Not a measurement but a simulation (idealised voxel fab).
A process module follows: voxel double patterning.
Square cells of 5 nm make up the cross-section cut, whose width is 235 nm.
Cross-section spec: square-cell grid; bands listed top down; each band is one or more rows. It is stipulated that each band's entry specify, in nanometres, the height of the top of the band and then that of its bottom, followed by the materials of the band in left-to-right sequence, each together with its width in nanometres. A single material marked by the word "edge to edge" is understood to fill the band from edge to edge; the word "air" is understood to denote empty space. Basically, 0 is our baseline, since under it the wafer straight out of the box is all one material. The bottom band has no lower end and keeps on going down, so it looks like "0 -> down". The expression "30->40" gives the width at the extremes of the band, the first number at its top row of cells and the second at its bottom row, with the width changing by equal amounts from each row to the next in between. Take "all unchanged" at face value: in the step it is given for, the cross-section changed in none of its cells. Entry "Enclosed empty spaces". Content: empty spaces with no open connection to the top, size 8 cells or greater. Each: width x height at distance. Distance: from left edge. Unit: nm. It should be noted that, on the line of a given step, the content following the step's settings is a remark produced by the simulator itself with respect to that step. Regarding "overlay nm": on a step with a mask, it is the distance the mask lay to the right of its planned place; a negative value places it to the left.
Set out below are the planned steps of the process
1: RECEIVE: material Si
2: CONFORMAL_DEP: material SiO2, thk nm 10
3: DIRECTIONAL_DEP: material W, thk nm 15
4: DIRECTIONAL_DEP: material SiN, thk nm 5
5: PATTERN: tone open, mask id FIRST, material resist, width nm 15, pitch nm 50, thk nm 20, overlay nm 0
6: DIRECTIONAL_ETCH: etch materials SiN, depth nm 5
7: STRIP: etch materials resist
8: MASKED_ETCH: tone open, mask id SECOND, width nm 15, etch materials SiN, depth nm 5, overlay nm -15
9: DIRECTIONAL_ETCH: etch materials W, depth nm 15
10: STRIP: etch materials SiN
Keep in mind the plan's value for the overlay nm of step 8 comes from the first wafer; the wafers don't share that setting, but they do share the same starting point.
The first of several wafers, as received after step 1, seen in section
> 0 -> down = Si edge to edge
> Enclosed empty spaces: none
Below is a per-wafer table. In it, each row describes the wafer at the end of the module by giving, for each material, the number of cells gained (+) or lost (-) since the wafer was received, and after that the closed voids of the wafer
overlay nm -15 | +94 SiO2 | +117 W | Enclosed empty spaces: none
overlay nm -10 | +94 SiO2 | +114 W | Enclosed empty spaces: none
overlay nm -5 | +94 SiO2 | +114 W | Enclosed empty spaces: none
overlay nm 0 | +94 SiO2 | +114 W | Enclosed empty spaces: none
overlay nm 5 | +94 SiO2 | +114 W | Enclosed empty spaces: none
overlay nm 10 | +94 SiO2 | +114 W | Enclosed empty spaces: none
overlay nm 15 | +94 SiO2 | +117 W | Enclosed empty spaces: none
